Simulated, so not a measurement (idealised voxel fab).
process module | voxel transistor to metal
cross-section cut | 195 nm wide | cells 5 nm
A cross-section is a grid of square cells, given in bands from the top down. A band is one or more rows of cells.
Each band's line starts with the height of the band's top and of its bottom, in nm. Then come its materials from left to right, each with its width in nm. One material with "throughout" fills the band from edge to edge. "air" is empty space.
Height 0 is the level under which the wafer as received is all one material. The lowest band goes on downwards, as in "0 down".
A width such as "30 to 40" changes by the same amount from each row of cells to the next, from the band's top row to its bottom row.
"no change" after a step means that no cell of the cross-section changed.
closed voids: empty space of 8 cells or more with no open way to the top, each as width x height at its distance from the left edge, in nm
after a step's settings: what the simulator itself notes on the step
overlay nm, on a step with a mask: how far to the right of its planned place the mask lay; to the left if negative
plan
1 op RECEIVE | material Si
2 op CONFORMAL_DEP | material SiO2 | thk nm 5
3 op CONFORMAL_DEP | material SiN | thk nm 10
4 op DIRECTIONAL_DEP | material aC | thk nm 15
5 op PATTERN | tone cover | mask id ACTIVE | material resist | width nm 105 | thk nm 35 | overlay nm 0
6 op DIRECTIONAL_ETCH | etch materials aC | depth nm 15
7 op STRIP | etch materials resist
8 op DIRECTIONAL_ETCH | etch materials SiN | depth nm 10
9 op DIRECTIONAL_ETCH | etch materials SiO2 | depth nm 5
10 op DIRECTIONAL_ETCH | etch materials Si | depth nm 25
11 op STRIP | etch materials aC
12 op OXIDIZE | depth nm 5
13 op FILL_DEP | material SiO2 | thk nm 10
14 op CMP | height nm 15
15 op SELECTIVE_ETCH | etch materials SiO2 | depth nm 5
16 op STRIP | etch materials SiN
17 op SELECTIVE_ETCH | etch materials SiO2 | depth nm 5
18 op OXIDIZE | depth nm 5
19 op DIRECTIONAL_DEP | material polySi | thk nm 20
20 op DIRECTIONAL_DEP | material SiCN | thk nm 15
21 op DIRECTIONAL_DEP | material aC | thk nm 10
22 op PATTERN | tone cover | mask id GATE | material resist | width nm 25 | thk nm 30 | overlay nm 0
23 op DIRECTIONAL_ETCH | etch materials aC | depth nm 10
24 op STRIP | etch materials resist
25 op DIRECTIONAL_ETCH | etch materials SiCN | depth nm 25
26 op DIRECTIONAL_ETCH | etch materials polySi | depth nm 30
27 op STRIP | etch materials aC
28 op CONFORMAL_DEP | material SiN | thk nm 5
29 op DIRECTIONAL_ETCH | etch materials SiN | depth nm 5
30 op DIRECTIONAL_ETCH | etch materials SiO2 | depth nm 5
31 op DIRECTIONAL_ETCH | etch materials Si | depth nm 10
32 op EPI | material SiGe | thk nm 15
33 op FILL_DEP | material SiO2 | thk nm 10
34 op CMP | height nm 20
35 op STRIP | etch materials polySi
36 op SELECTIVE_ETCH | etch materials SiO2 | depth nm 5
37 op CONFORMAL_DEP | material HfO2 | thk nm 5
38 op CONFORMAL_DEP | material TiN | thk nm 5
39 op FILL_DEP | material W | thk nm 10
40 op CMP | height nm 15
41 op DIRECTIONAL_DEP | material SiO2 | thk nm 10
42 op MASKED_ETCH | tone open | mask id CONTACT | width nm 15 | pitch nm 80 | etch materials SiO2 | depth nm 25 | overlay nm 0
43 op CONFORMAL_DEP | material TiN | thk nm 5
44 op FILL_DEP | material W | thk nm 5
45 op CMP | height nm 25
46 op DIRECTIONAL_DEP | material TiN | thk nm 5
47 op DIRECTIONAL_DEP | material W | thk nm 15
48 op DIRECTIONAL_DEP | material aC | thk nm 15
49 op PATTERN | tone cover | mask id METAL_1 | material resist | width nm 15 | pitch nm 80 | thk nm 35 | overlay nm 0
50 op DIRECTIONAL_ETCH | etch materials aC | depth nm 15
51 op STRIP | etch materials resist
52 op DIRECTIONAL_ETCH | etch materials W | depth nm 15
53 op DIRECTIONAL_ETCH | etch materials TiN | depth nm 5
54 op STRIP | etch materials aC
55 op FILL_DEP | material SiO2 | thk nm 10
56 op CMP | height nm 45
57 op CONFORMAL_DEP | material SiCN | thk nm 5
58 op DIRECTIONAL_DEP | material SiO2 | thk nm 30
59 op DIRECTIONAL_DEP | material aC | thk nm 15
60 op PATTERN | tone open | mask id METAL_2 | material resist | width nm 15 | pitch nm 80 | thk nm 35 | overlay nm 0
61 op DIRECTIONAL_ETCH | etch materials aC | depth nm 15
62 op STRIP | etch materials resist
63 op DIRECTIONAL_ETCH | etch materials SiO2 | depth nm 20
64 op STRIP | etch materials aC
65 op PATTERN | tone open | mask id METAL_2_HOLES | material resist | width nm 15 | pitch nm 80 | thk nm 15 | overlay nm 0
66 op DIRECTIONAL_ETCH | etch materials SiO2 | depth nm 10
67 op DIRECTIONAL_ETCH | etch materials SiCN | depth nm 5
68 op STRIP | etch materials resist
69 op CONFORMAL_DEP | material TiN | thk nm 5
70 op FILL_DEP | material Ru | thk nm 10
71 op CMP | height nm 80
72 op CONFORMAL_DEP | material SiCN | thk nm 5
as received, after step 1
  0 down: Si throughout
  closed voids: none
first wafer at the end, as planned
  85 to 80: SiCN throughout
  80 to 50: SiO2 50 | TiN 5 | Ru 5 | TiN 5 | SiO2 65 | TiN 5 | Ru 5 | TiN 5 | SiO2 50
  50 to 45: SiCN 50 | TiN 15 | SiCN 65 | TiN 15 | SiCN 50
  45 to 30: SiO2 50 | W 15 | SiO2 65 | W 15 | SiO2 50
  30 to 25: SiO2 50 | TiN 15 | SiO2 65 | TiN 15 | SiO2 50
  25 to 15: SiO2 50 | TiN 5 | W 5 | TiN 5 | SiO2 65 | TiN 5 | W 5 | TiN 5 | SiO2 50
  15 to 10: SiO2 50 | TiN 5 | W 5 | TiN 5 | SiO2 15 | SiN 5 | HfO2 5 | TiN 5 | W 5 | TiN 5 | HfO2 5 | SiN 5 | SiO2 15 | TiN 5 | W 5 | TiN 5 | SiO2 50
  10 to 5: SiO2 50 | TiN 5 | W 5 | TiN 5 | SiGe 15 | SiN 5 | HfO2 5 | TiN 5 | W 5 | TiN 5 | HfO2 5 | SiN 5 | SiGe 15 | TiN 5 | W 5 | TiN 5 | SiO2 50
  5 to 0: SiO2 40 | SiN 5 | SiO2 5 | TiN 15 | SiGe 15 | SiN 5 | HfO2 5 | TiN 15 | HfO2 5 | SiN 5 | SiGe 15 | TiN 15 | SiO2 5 | SiN 5 | SiO2 40
  0 to -5: SiO2 45 | SiGe 35 | HfO2 35 | SiGe 35 | SiO2 45
  -5 to -15: SiO2 50 | SiGe 30 | Si 35 | SiGe 30 | SiO2 50
  -15 to -30: SiO2 50 | Si 95 | SiO2 50
  -30 down: Si throughout
  closed voids: none
second wafer at the end: like start, like plan, one mistake
  85 to 80: SiCN throughout
  80 to 50: SiO2 50 | TiN 5 | Ru 5 | TiN 5 | SiO2 65 | TiN 5 | Ru 5 | TiN 5 | SiO2 50
  50 to 45: SiCN 50 | TiN 15 | SiCN 65 | TiN 15 | SiCN 50
  45 to 30: SiO2 50 | W 15 | SiO2 65 | W 15 | SiO2 50
  30 to 25: SiO2 50 | TiN 15 | SiO2 65 | TiN 15 | SiO2 50
  25 to 20: SiO2 50 | TiN 5 | W 5 | TiN 5 | SiO2 65 | TiN 5 | W 5 | TiN 5 | SiO2 50
  20 to 15: SiO2 50 | TiN 15 | SiO2 65 | TiN 15 | SiO2 50
  15 to 5: SiO2 35 | SiGe 45 | SiN 5 | HfO2 5 | TiN 5 | W 5 | TiN 5 | HfO2 5 | SiN 5 | SiGe 45 | SiO2 35
  5 to 0: SiO2 35 | SiGe 5 | SiN 5 | SiGe 35 | SiN 5 | HfO2 5 | TiN 15 | HfO2 5 | SiN 5 | SiGe 35 | SiN 5 | SiGe 5 | SiO2 35
  0 to -5: SiO2 45 | SiGe 35 | HfO2 35 | SiGe 35 | SiO2 45
  -5 to -15: SiO2 50 | SiGe 30 | Si 35 | SiGe 30 | SiO2 50
  -15 to -30: SiO2 50 | Si 95 | SiO2 50
  -30 down: Si throughout
  closed voids: none
what went wrong: step 32 was run twice
at the end the second wafer has, in cells: 40 more of SiGe | 22 fewer of SiO2 | 12 fewer of TiN | 6 fewer of W
